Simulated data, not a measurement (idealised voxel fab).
Process module heading - voxel quadruple lines
Square cell edge 5 nm, section width 215 nm, ID cut.
Cross-section spec: square-cell grid; bands listed top down; each band is one or more rows.
The band entry comprises the height of the band's top followed by the height of its bottom, expressed in nm, and subsequently the band's materials from left to right, each stated together with its width in nm. Where a single material is marked with the word "edge to edge", that material fills the band from edge to edge. The word "air" represents empty space.
The level at which height equals 0 is the one under which the wafer, as it arrives, is entirely one material. No lower edge exists for the bottom band, which continues downward and is notated as in "0 down".
The two numbers in a width such as "30..40" mark its ends across the band: the first belongs to the top row of cells, the second to the bottom row, and from each row to the next the width moves by the same amount.
"stayed the same", as given for a step, is the statement that not any cell of the cross-section underwent a change during that step.
Entry "Voids, sealed". Content: empty spaces with no open connection to the top, size 8 cells or greater. Each: width x height at distance. Distance: from left edge. Unit: nm.
Text after the settings on a step's line: the simulator's own remark on that step.
Steps that use a mask can have "overlay nm" on their line. It says how far the mask sat to the right of where it was meant to be. Negative means to the left.
[Process steps (planned)]
1 op RECEIVE | material Si
2 op CONFORMAL_DEP | material SiO2 | thk nm 10
3 op DIRECTIONAL_DEP | material Ru | thk nm 15
4 op DIRECTIONAL_DEP | material polySi | thk nm 15
5 op DIRECTIONAL_DEP | material aC | thk nm 25
6 op PATTERN | tone cover | mask id MANDREL | material resist | width nm 20 | pitch nm 60 | thk nm 35 | overlay nm 0
7 op DIRECTIONAL_ETCH | etch materials aC | depth nm 25
8 op STRIP | etch materials resist
9 op CONFORMAL_DEP | material SiO2 | thk nm 10
10 op DIRECTIONAL_ETCH | etch materials SiO2 | depth nm 10
11 op STRIP | etch materials aC
12 op DIRECTIONAL_ETCH | etch materials polySi | depth nm 15
13 op STRIP | etch materials SiO2
14 op CONFORMAL_DEP | material SiCN | thk nm 5
15 op DIRECTIONAL_ETCH | etch materials SiCN | depth nm 5
16 op STRIP | etch materials polySi
17 op DIRECTIONAL_ETCH | etch materials Ru | depth nm 15
18 op STRIP | etch materials SiCN
19 op FILL_DEP | material lowk | thk nm 10
20 op CMP | height nm 25
[As received (post step 1): cross-section]
0 down: Si edge to edge
Voids, sealed: none
[One mistake in running the module, otherwise start and plan as above: cross-section at the end]
25 to 10: lowk 40 nm; Ru 5 nm; lowk 10 nm; Ru 5 nm; lowk 10 nm; Ru 5 nm; lowk 10 nm; Ru 5 nm; lowk 10 nm; Ru 5 nm; lowk 10 nm; Ru 5 nm; lowk 10 nm; Ru 5 nm; lowk 10 nm; Ru 5 nm; lowk 65 nm
10 to 0: SiO2 edge to edge
0 down: Si edge to edge
Voids, sealed: none
In executing the process, a mistake was made relative to the plan: so step 6 ended up running with a different setting than we planned, it ran as op PATTERN | tone cover | mask id MANDREL | material resist | width nm 20 | pitch nm 60 | thk nm 35 | overlay nm -10
